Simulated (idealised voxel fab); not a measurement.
Title: Process Module voxel double patterning
Cross-section cut spans 285 nm and uses square cells 5 nm in size.
For the purposes of this document, a cross-section shall be understood as a grid of square cells, specified as bands listed in top-to-bottom order, each band consisting of one or more rows of cells. Look at the band entry: it leads with the top's height and the bottom's height in nm. Then it lists the materials left to right, with a width in nm for each. The word "full width" on a single material says that material fills the band edge to edge. The word "empty" is empty space. We count height from 0. Below that, the starting wafer is all one material. The lowest band never ends at the bottom but goes on down; see "0 -> down" for how that is written. The expression "30->40" gives the width at the extremes of the band, the first number at its top row of cells and the second at its bottom row, with the width changing by equal amounts from each row to the next in between. "all unchanged" (step): cross-section cells unchanged, all of them. Under "Closed void catalog" you'll find the enclosed gaps, the ones with no way out to the top, that are 8 cells or bigger; each reads width x height at distance, with distance counted from the left edge, everything in nm. Text after the settings on a step's line: the simulator's own remark on that step. overlay nm: right-of-plan distance of the mask on a masked step; negative values mean left-of-plan.
Intended process steps
step 1: RECEIVE with material Si
step 2: CONFORMAL_DEP with material SiO2, thk nm 5
step 3: DIRECTIONAL_DEP with material polySi, thk nm 20
step 4: DIRECTIONAL_DEP with material SiCN, thk nm 5
step 5: MASKED_ETCH with tone open, mask id FIRST, width nm 15, pitch nm 50, etch materials SiCN, depth nm 5, overlay nm 0
step 6: MASKED_ETCH with tone open, mask id SECOND, width nm 15, etch materials SiCN, depth nm 5, overlay nm 0
step 7: DIRECTIONAL_ETCH with etch materials polySi, depth nm 20
step 8: STRIP with etch materials SiCN
Delivered wafer in cross-section: state after step 1
    0 -> down | Si full width
    Closed void catalog: none
Starting wafer: above. Plan: above. Run: one mistake. Cross-section after the module: below
    25 -> 5 | empty 110 nm  polySi 15 nm  empty 35 nm  polySi 15 nm  empty 110 nm
    5 -> 0 | SiO2 full width
    0 -> down | Si full width
    Closed void catalog: none
What was the processing mistake? step 5 went in with a setting other than planned; the actual run was MASKED_ETCH with tone cover, mask id FIRST, width nm 15, pitch nm 50, etch materials SiCN, depth nm 5, overlay nm 0
